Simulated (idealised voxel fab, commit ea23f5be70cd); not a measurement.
The process module presented herein is designated voxel capacitor over wiring.
Section shown: cut. Width: 155 nm. Cell size: 5 nm, square.
This document writes a cross-section as a grid whose cells are square, and gives it as bands, listed from the top down; one or more rows of cells form a band. In this notation a band is specified by the heights of its top and bottom, in that order and in nm, after which its materials appear from left to right, each paired with its width in nm. The word "full width" attached to a single material means that material fills the band from edge to edge; the word "blank" stands for empty space. Heads up on the height convention: 0 is the point under which the incoming wafer is all one material, and the lowest band has no bottom, it just keeps going down, like "top 0, no bottom". With a width like "30 to 40", each row of cells in the band differs from the next by the same amount, the top row carrying the first number and the bottom row the second. "no change occurred" -> step changed no cross-section cell. Listed in "Enclosed internal voids": every empty space of 8 or more cells without an open way to the top. Form: width x height at distance, the distance being from the left edge, all in nm. Whatever follows a step's settings on its line is a remark the simulator itself makes about that step. For masked steps, "overlay nm" on the step line gives how far right of plan the mask actually lay; a minus sign means it lay to the left.

### List of planned process steps
1,RECEIVE with material Si
2,CONFORMAL_DEP with material SiO2, thk nm 10
3,CONFORMAL_DEP with material SiN, thk nm 5
4,DIRECTIONAL_DEP with material SiO2, thk nm 25
5,DIRECTIONAL_DEP with material aC, thk nm 15
6,PATTERN with tone open, mask id METAL_1, material resist, width nm 20, pitch nm 85, thk nm 30, overlay nm 0
7,DIRECTIONAL_ETCH with etch materials aC, depth nm 15
8,STRIP with etch materials resist
9,DIRECTIONAL_ETCH with etch materials SiO2, depth nm 25
10,DIRECTIONAL_ETCH with etch materials SiN, depth nm 5
11,STRIP with etch materials aC
12,CONFORMAL_DEP with material TiN, thk nm 5
13,FILL_DEP with material Cu, thk nm 5
14,CMP with height nm 40
15,CONFORMAL_DEP with material SiCN, thk nm 5
16,DIRECTIONAL_DEP with material SiO2, thk nm 15
17,DIRECTIONAL_DEP with material aC, thk nm 15
18,PATTERN with tone open, mask id PLUG_1, material resist, width nm 15, thk nm 30, overlay nm 0
19,DIRECTIONAL_ETCH with etch materials aC, depth nm 15
20,STRIP with etch materials resist
21,DIRECTIONAL_ETCH with etch materials SiO2, depth nm 15
22,DIRECTIONAL_ETCH with etch materials SiCN, depth nm 5
23,STRIP with etch materials aC
24,EPI with material Ru, thk nm 10
25,EPI with material Ru, thk nm 10
26,DIRECTIONAL_DEP with material TiN, thk nm 10
27,DIRECTIONAL_DEP with material SiN, thk nm 5
28,DIRECTIONAL_DEP with material TiN, thk nm 5
29,PATTERN with tone cover, mask id UPPER_PLATE, material resist, width nm 70, thk nm 15, overlay nm 0
30,DIRECTIONAL_ETCH with etch materials TiN, depth nm 5
31,DIRECTIONAL_ETCH with etch materials SiN, depth nm 5
32,STRIP with etch materials resist
33,MASKED_ETCH with tone cover, mask id LOWER_PLATE, width nm 80, etch materials TiN, depth nm 10, overlay nm 0
34,FILL_DEP with material SiO2, thk nm 15
35,CMP with height nm 90
36,MASKED_ETCH with tone open, mask id PLUG_2, width nm 15, etch materials SiO2, depth nm 10, overlay nm 0
37,CONFORMAL_DEP with material TiN, thk nm 5
38,FILL_DEP with material Ru, thk nm 10
39,CMP with height nm 90
40,CONFORMAL_DEP with material SiCN, thk nm 5

### Cross-sectional view of the wafer in its as-received condition, corresponding to the state after step 1
top 0, no bottom: Si full width
Enclosed internal voids: none

### Module complete - cross-section of the first of two wafers, run according to plan
top 95, bottom 90: SiCN full width
top 90, bottom 85: 40 nm SiO2, 5 nm TiN, 5 nm Ru, 5 nm TiN, 100 nm SiO2
top 85, bottom 75: 40 to 30 nm SiO2, 15 to 70 nm TiN, 100 to 55 nm SiO2
top 75, bottom 70: 30 nm SiO2, 70 nm SiN, 55 nm SiO2
top 70, bottom 60: 25 nm SiO2, 80 nm TiN, 50 nm SiO2
top 60, bottom 45: 30 nm SiO2, 15 nm Ru, 110 nm SiO2
top 45, bottom 40: 30 nm SiCN, 15 nm Ru, 110 nm SiCN
top 40, bottom 15: 25 nm SiO2, 5 nm TiN, 10 nm Cu, 5 nm TiN, 65 nm SiO2, 5 nm TiN, 10 nm Cu, 5 nm TiN, 25 nm SiO2
top 15, bottom 10: 25 nm SiN, 20 nm TiN, 65 nm SiN, 20 nm TiN, 25 nm SiN
top 10, bottom 0: SiO2 full width
top 0, no bottom: Si full width
Enclosed internal voids: none

### The second wafer, shown in cross-section after the module: started the same way as the first and given the same plan, yet one mistake crept into how it was run
top 95, bottom 90: SiCN full width
top 90, bottom 85: 40 nm SiO2, 5 nm TiN, 5 nm Ru, 5 nm TiN, 100 nm SiO2
top 85, bottom 75: 40 to 30 nm SiO2, 15 to 70 nm TiN, 100 to 55 nm SiO2
top 75, bottom 70: 30 nm SiO2, 70 nm SiN, 55 nm SiO2
top 70, bottom 60: 25 nm SiO2, 80 nm TiN, 50 nm SiO2
top 60, bottom 45: 30 nm SiO2, 15 nm Ru, 110 nm SiO2
top 45, bottom 40: 30 nm SiCN, 15 nm Ru, 110 nm SiCN
top 40, bottom 35: 30 nm TiN, 10 nm Cu, 75 nm TiN, 10 nm Cu, 30 nm TiN
top 35, bottom 10: 25 nm SiO2, 5 nm TiN, 10 nm Cu, 5 nm TiN, 65 nm SiO2, 5 nm TiN, 10 nm Cu, 5 nm TiN, 25 nm SiO2
top 10, bottom 5: 25 nm SiN, 20 nm TiN, 65 nm SiN, 20 nm TiN, 25 nm SiN
top 5, bottom 0: SiO2 full width
top 0, no bottom: Si full width
Enclosed internal voids: none
What broke from the plan during processing? so step 2 ended up running with a different setting than we planned, it ran as CONFORMAL_DEP with material SiO2, thk nm 5
Final tally in cells, some materials are higher or lower on the second wafer than on the first: 4 more of Cu, 31 fewer of SiO2, 27 more of TiN
